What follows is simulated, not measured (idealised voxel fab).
The following process module bears the name voxel self aligned contacts.
cross-section cut | 285 nm wide | cells 5 nm
Bands, listed from the top down, are how a cross-section gets written in this document; the cross-section itself is a grid of square cells, and a band is one or more rows of them. It is stipulated that each band's entry specify, in nanometres, the height of the top of the band and then that of its bottom, followed by the materials of the band in left-to-right sequence, each together with its width in nanometres. A single material marked by the word "all across" is understood to fill the band from edge to edge; the word "air" is understood to denote empty space. Where do heights start? At 0: under that level the wafer as delivered is made of one material only. And the lowest band has no floor; it just carries on downward, as in "0..down". A width such as "30->40" changes by the same amount from each row of cells to the next, from the band's top row to its bottom row. You'll sometimes find "no modification" written for a step, and that's the way of saying that nowhere in the cross-section did a cell change during that step. The label "Fully sealed cavities" introduces a list of the empty spaces, 8 cells or larger, that have no open way up to the top; each entry in it reads width x height at distance, where the distance is taken from the left edge and all three are stated in nm. Step line, after settings: the simulator's comment on this step. A step line may carry the setting "overlay nm", which, for steps involving a mask, states the distance by which the mask lay to the right of its intended position; negative values denote displacement to the left.
Here's what the planned process steps look like:
1) RECEIVE,material Si
2) OXIDIZE,depth nm 5
3) DIRECTIONAL_DEP,material polySi,thk nm 30
4) DIRECTIONAL_DEP,material SiN,thk nm 25
5) PATTERN,tone cover,mask id GATE,material resist,width nm 35,pitch nm 75,thk nm 20,overlay nm 0
6) DIRECTIONAL_ETCH,etch materials SiN,depth nm 25
7) DIRECTIONAL_ETCH,etch materials polySi,depth nm 30
8) STRIP,etch materials resist
9) CONFORMAL_DEP,material SiN,thk nm 10
10) DIRECTIONAL_ETCH,etch materials SiN,depth nm 10
11) FILL_DEP,material SiO2,thk nm 20
12) CMP,height nm 65
13) PATTERN,tone open,mask id CONTACT,material resist,width nm 50,pitch nm 75,thk nm 15,overlay nm 0
14) DIRECTIONAL_ETCH,etch materials SiO2,depth nm 70
15) STRIP,etch materials resist
16) CONFORMAL_DEP,material TiN,thk nm 5
17) FILL_DEP,material W,thk nm 10
18) CMP,height nm 65
19) CONFORMAL_DEP,material SiN,thk nm 5
first wafer, as planned:
as received, after step 1:
- 0..down = Si all across
- Fully sealed cavities: none
The wafer, seen in cross-section, after step 2:
- 0..-5 = SiO2 all across
- Below -5 it's all the same as before, nothing changed down there.
The wafer, seen in cross-section, after step 3:
- 30..0 = polySi all across
- Below 0 it's all the same as before, nothing changed down there.
The wafer, seen in cross-section, after step 4:
- 55..30 = SiN all across
- Below 30 it's all the same as before, nothing changed down there.
The wafer, seen in cross-section, after step 5:
- 75..55 = 50 of air / 35 of resist / 40 of air / 35 of resist / 40 of air / 35 of resist / 50 of air
- Below 55 it's all the same as before, nothing changed down there.
The wafer, seen in cross-section, after step 6:
- 75..55 = 50 of air / 35 of resist / 40 of air / 35 of resist / 40 of air / 35 of resist / 50 of air
- 55..30 = 50 of air / 35 of SiN / 40 of air / 35 of SiN / 40 of air / 35 of SiN / 50 of air
- Below 30 it's all the same as before, nothing changed down there.
The wafer, seen in cross-section, after step 7:
- 75..55 = 50 of air / 35 of resist / 40 of air / 35 of resist / 40 of air / 35 of resist / 50 of air
- 55..30 = 50 of air / 35 of SiN / 40 of air / 35 of SiN / 40 of air / 35 of SiN / 50 of air
- 30..0 = 50 of air / 35 of polySi / 40 of air / 35 of polySi / 40 of air / 35 of polySi / 50 of air
- Below 0 it's all the same as before, nothing changed down there.
The wafer, seen in cross-section, after step 8:
- 55..30 = 50 of air / 35 of SiN / 40 of air / 35 of SiN / 40 of air / 35 of SiN / 50 of air
- Below 30 it's all the same as before, nothing changed down there.
The wafer, seen in cross-section, after step 9:
- 65..30 = 40 of air / 55 of SiN / 20 of air / 55 of SiN / 20 of air / 55 of SiN / 40 of air
- 30..10 = 40 of air / 10 of SiN / 35 of polySi / 10 of SiN / 20 of air / 10 of SiN / 35 of polySi / 10 of SiN / 20 of air / 10 of SiN / 35 of polySi / 10 of SiN / 40 of air
- 10..0 = 50 of SiN / 35 of polySi / 40 of SiN / 35 of polySi / 40 of SiN / 35 of polySi / 50 of SiN
- Below 0 it's all the same as before, nothing changed down there.
The wafer, seen in cross-section, after step 10:
- 55..30 = 40 of air / 55 of SiN / 20 of air / 55 of SiN / 20 of air / 55 of SiN / 40 of air
- 30..0 = 40 of air / 10 of SiN / 35 of polySi / 10 of SiN / 20 of air / 10 of SiN / 35 of polySi / 10 of SiN / 20 of air / 10 of SiN / 35 of polySi / 10 of SiN / 40 of air
- Below 0 it's all the same as before, nothing changed down there.
The wafer, seen in cross-section, after step 11:
- 75..55 = SiO2 all across
- 55..30 = 40 of SiO2 / 55 of SiN / 20 of SiO2 / 55 of SiN / 20 of SiO2 / 55 of SiN / 40 of SiO2
- 30..0 = 40 of SiO2 / 10 of SiN / 35 of polySi / 10 of SiN / 20 of SiO2 / 10 of SiN / 35 of polySi / 10 of SiN / 20 of SiO2 / 10 of SiN / 35 of polySi / 10 of SiN / 40 of SiO2
- Below 0 it's all the same as before, nothing changed down there.
The wafer, seen in cross-section, after step 12:
- 65..55 = SiO2 all across
- Below 55 it's all the same as before, nothing changed down there.
The wafer, seen in cross-section, after step 13:
- 80..65 = 80 of resist / 50 of air / 25 of resist / 50 of air / 80 of resist
- Below 65 it's all the same as before, nothing changed down there.
The wafer, seen in cross-section, after step 14:
- 80..65 = 80 of resist / 50 of air / 25 of resist / 50 of air / 80 of resist
- 65..55 = 80 of SiO2 / 50 of air / 25 of SiO2 / 50 of air / 80 of SiO2
- 55..30 = 40 of SiO2 / 55 of SiN / 20 of air / 55 of SiN / 20 of air / 55 of SiN / 40 of SiO2
- 30..0 = 40 of SiO2 / 10 of SiN / 35 of polySi / 10 of SiN / 20 of air / 10 of SiN / 35 of polySi / 10 of SiN / 20 of air / 10 of SiN / 35 of polySi / 10 of SiN / 40 of SiO2
- 0..-5 = 95 of SiO2 / 20 of air / 55 of SiO2 / 20 of air / 95 of SiO2
- Below -5 it's all the same as before, nothing changed down there.
The wafer, seen in cross-section, after step 15:
- 65..55 = 80 of SiO2 / 50 of air / 25 of SiO2 / 50 of air / 80 of SiO2
- Below 55 it's all the same as before, nothing changed down there.
The wafer, seen in cross-section, after step 16:
- 70..65 = 85 of TiN / 40 of air / 35 of TiN / 40 of air / 85 of TiN
- 65..55 = 80 of SiO2 / 5->20 of TiN / 40->10 of air / 5->20 of TiN / 25 of SiO2 / 5->20 of TiN / 40->10 of air / 5->20 of TiN / 80 of SiO2
- 55..30 = 40 of SiO2 / 55 of SiN / 5 of TiN / 10 of air / 5 of TiN / 55 of SiN / 5 of TiN / 10 of air / 5 of TiN / 55 of SiN / 40 of SiO2
- 30..0 = 40 of SiO2 / 10 of SiN / 35 of polySi / 10 of SiN / 5 of TiN / 10 of air / 5 of TiN / 10 of SiN / 35 of polySi / 10 of SiN / 5 of TiN / 10 of air / 5 of TiN / 10 of SiN / 35 of polySi / 10 of SiN / 40 of SiO2
- 0..-5 = 95 of SiO2 / 20 of TiN / 55 of SiO2 / 20 of TiN / 95 of SiO2
- Below -5 it's all the same as before, nothing changed down there.
The wafer, seen in cross-section, after step 17:
- 80..70 = W all across
- 70..65 = 85 of TiN / 40 of W / 35 of TiN / 40 of W / 85 of TiN
- 65..55 = 80 of SiO2 / 5->20 of TiN / 40->10 of W / 5->20 of TiN / 25 of SiO2 / 5->20 of TiN / 40->10 of W / 5->20 of TiN / 80 of SiO2
- 55..30 = 40 of SiO2 / 55 of SiN / 5 of TiN / 10 of W / 5 of TiN / 55 of SiN / 5 of TiN / 10 of W / 5 of TiN / 55 of SiN / 40 of SiO2
- 30..0 = 40 of SiO2 / 10 of SiN / 35 of polySi / 10 of SiN / 5 of TiN / 10 of W / 5 of TiN / 10 of SiN / 35 of polySi / 10 of SiN / 5 of TiN / 10 of W / 5 of TiN / 10 of SiN / 35 of polySi / 10 of SiN / 40 of SiO2
- Below 0 it's all the same as before, nothing changed down there.
The wafer, seen in cross-section, after step 18:
- 65..55 = 80 of SiO2 / 5->20 of TiN / 40->10 of W / 5->20 of TiN / 25 of SiO2 / 5->20 of TiN / 40->10 of W / 5->20 of TiN / 80 of SiO2
- Below 55 it's all the same as before, nothing changed down there.
The wafer, seen in cross-section, after step 19:
- 70..65 = SiN all across
- Below 65 it's all the same as before, nothing changed down there.
It is to be noted that the second wafer proceeded from the same initial state and according to the same plan as the first, although one mistake was committed in its execution; through step 3, inclusive, the two wafers share an identical history:
The second wafer cut through, at the time step 4 was supposed to be finished:
- 55..30 = TiN all across
- Below 30 it's all the same as before, nothing changed down there.
The second wafer cut through, at the time step 5 was supposed to be finished:
- 75..55 = 50 of air / 35 of resist / 40 of air / 35 of resist / 40 of air / 35 of resist / 50 of air
- Below 55 it's all the same as before, nothing changed down there.
The second wafer cut through, at the time step 6 was supposed to be finished: no modification
The second wafer cut through, at the time step 7 was supposed to be finished: no modification
The second wafer cut through, at the time step 8 was supposed to be finished:
- 55..30 = TiN all across
- Below 30 it's all the same as before, nothing changed down there.
The second wafer cut through, at the time step 9 was supposed to be finished:
- 65..55 = SiN all across
- Below 55 it's all the same as before, nothing changed down there.
The second wafer cut through, at the time step 10 was supposed to be finished:
- 55..30 = TiN all across
- Below 30 it's all the same as before, nothing changed down there.
The second wafer cut through, at the time step 11 was supposed to be finished:
- 75..55 = SiO2 all across
- Below 55 it's all the same as before, nothing changed down there.
The second wafer cut through, at the time step 12 was supposed to be finished:
- 65..55 = SiO2 all across
- Below 55 it's all the same as before, nothing changed down there.
The second wafer cut through, at the time step 13 was supposed to be finished:
- 80..65 = 80 of resist / 50 of air / 25 of resist / 50 of air / 80 of resist
- Below 65 it's all the same as before, nothing changed down there.
The second wafer cut through, at the time step 14 was supposed to be finished:
- 80..65 = 80 of resist / 50 of air / 25 of resist / 50 of air / 80 of resist
- 65..55 = 80 of SiO2 / 50 of air / 25 of SiO2 / 50 of air / 80 of SiO2
- Below 55 it's all the same as before, nothing changed down there.
The second wafer cut through, at the time step 15 was supposed to be finished:
- 65..55 = 80 of SiO2 / 50 of air / 25 of SiO2 / 50 of air / 80 of SiO2
- Below 55 it's all the same as before, nothing changed down there.
The second wafer cut through, at the time step 16 was supposed to be finished:
- 70..65 = 85 of TiN / 40 of air / 35 of TiN / 40 of air / 85 of TiN
- 65..60 = 80 of SiO2 / 5 of TiN / 40 of air / 5 of TiN / 25 of SiO2 / 5 of TiN / 40 of air / 5 of TiN / 80 of SiO2
- 60..55 = 80 of SiO2 / 50 of TiN / 25 of SiO2 / 50 of TiN / 80 of SiO2
- Below 55 it's all the same as before, nothing changed down there.
The second wafer cut through, at the time step 17 was supposed to be finished:
- 80..70 = W all across
- 70..65 = 85 of TiN / 40 of W / 35 of TiN / 40 of W / 85 of TiN
- 65..60 = 80 of SiO2 / 5 of TiN / 40 of W / 5 of TiN / 25 of SiO2 / 5 of TiN / 40 of W / 5 of TiN / 80 of SiO2
- Below 60 it's all the same as before, nothing changed down there.
The second wafer cut through, at the time step 18 was supposed to be finished:
- 65..60 = 80 of SiO2 / 5 of TiN / 40 of W / 5 of TiN / 25 of SiO2 / 5 of TiN / 40 of W / 5 of TiN / 80 of SiO2
- Below 60 it's all the same as before, nothing changed down there.
The second wafer cut through, at the time step 19 was supposed to be finished:
- 70..65 = SiN all across
- Below 65 it's all the same as before, nothing changed down there.
Misprocessing identified: step 4, actual vs plan mismatch, actual run DIRECTIONAL_DEP,material TiN,thk nm 25
Count the cells at the end and the second wafer has more or fewer of some materials than the first: -237 SiN, -168 SiO2, +237 TiN, -48 W, +216 polySi
